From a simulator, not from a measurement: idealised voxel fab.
process module | voxel gate over fins
cross-section cut | 190 nm wide | cells 5 nm
A cross-section is a grid of square cells, given in bands from the top down. A band is one or more rows of cells.
Each band's line starts with the height of the band's top and of its bottom, in nm. Then come its materials from left to right, each with its width in nm. One material with "throughout" fills the band from edge to edge. "air" is empty space.
Height 0 is the level under which the wafer as received is all one material. The lowest band goes on downwards, as in "0 down".
A width such as "30 to 40" changes by the same amount from each row of cells to the next, from the band's top row to its bottom row.
"no change" after a step means that no cell of the cross-section changed.
closed voids: empty space of 8 cells or more with no open way to the top, each as width x height at its distance from the left edge, in nm
after a step's settings: what the simulator itself notes on the step
overlay nm, on a step with a mask: how far to the right of its planned place the mask lay; to the left if negative
plan
1 op RECEIVE | material Si
2 op CONFORMAL_DEP | material SiN | thk nm 5
3 op DIRECTIONAL_DEP | material aC | thk nm 15
4 op PATTERN | tone cover | mask id FINS | material resist | width nm 15 | pitch nm 40 | thk nm 30 | overlay nm 0
5 op DIRECTIONAL_ETCH | etch materials aC | depth nm 15
6 op STRIP | etch materials resist
7 op DIRECTIONAL_ETCH | etch materials SiN | depth nm 5
8 op DIRECTIONAL_ETCH | etch materials Si | depth nm 35
9 op STRIP | etch materials aC
10 op FILL_DEP | material SiO2 | thk nm 15
11 op CMP | height nm 5
12 op SELECTIVE_ETCH | etch materials SiO2 | depth nm 15
13 op STRIP | etch materials SiN
14 op CONFORMAL_DEP | material HfO2 | thk nm 5
15 op CONFORMAL_DEP | material TiN | thk nm 5
16 op FILL_DEP | material W | thk nm 15
17 op CMP | height nm 20
18 op CONFORMAL_DEP | material SiN | thk nm 10
as received, after step 1
  0 down: Si throughout
  closed voids: none
first wafer at the end, as planned
  30 to 20: SiN throughout
  20 to 10: W throughout
  10 to 5: W 55 | TiN 35 | W 5 | TiN 35 | W 60
  5 to 0: W 55 | TiN 5 | HfO2 25 | TiN 5 | W 5 | TiN 5 | HfO2 25 | TiN 5 | W 60
  0 to -5: TiN 60 | HfO2 5 | Si 15 | HfO2 5 | TiN 15 | HfO2 5 | Si 15 | HfO2 5 | TiN 65
  -5 to -10: HfO2 65 | Si 15 | HfO2 25 | Si 15 | HfO2 70
  -10 to -35: SiO2 65 | Si 15 | SiO2 25 | Si 15 | SiO2 70
  -35 down: Si throughout
  closed voids: none
second wafer at the end: like start, like plan, one mistake
  30 to 20: SiN throughout
  20 to 10: W throughout
  10 to 5: W 50 | TiN 85 | W 55
  5 to 0: W 50 | TiN 5 | HfO2 35 | TiN 5 | HfO2 35 | TiN 5 | W 55
  0 to -5: TiN 55 | HfO2 5 | Si 25 | HfO2 5 | TiN 5 | HfO2 5 | Si 25 | HfO2 5 | TiN 60
  -5 to -10: HfO2 60 | Si 25 | HfO2 15 | Si 25 | HfO2 65
  -10 to -35: SiO2 60 | Si 25 | SiO2 15 | Si 25 | SiO2 65
  -35 down: Si throughout
  closed voids: none
what went wrong: step 4 ran as: op PATTERN | tone cover | mask id FINS | material resist | width nm 25 | pitch nm 40 | thk nm 30 | overlay nm 0
at the end the second wafer has, in cells: 28 more of Si | 20 fewer of SiO2 | 2 fewer of TiN | 6 fewer of W
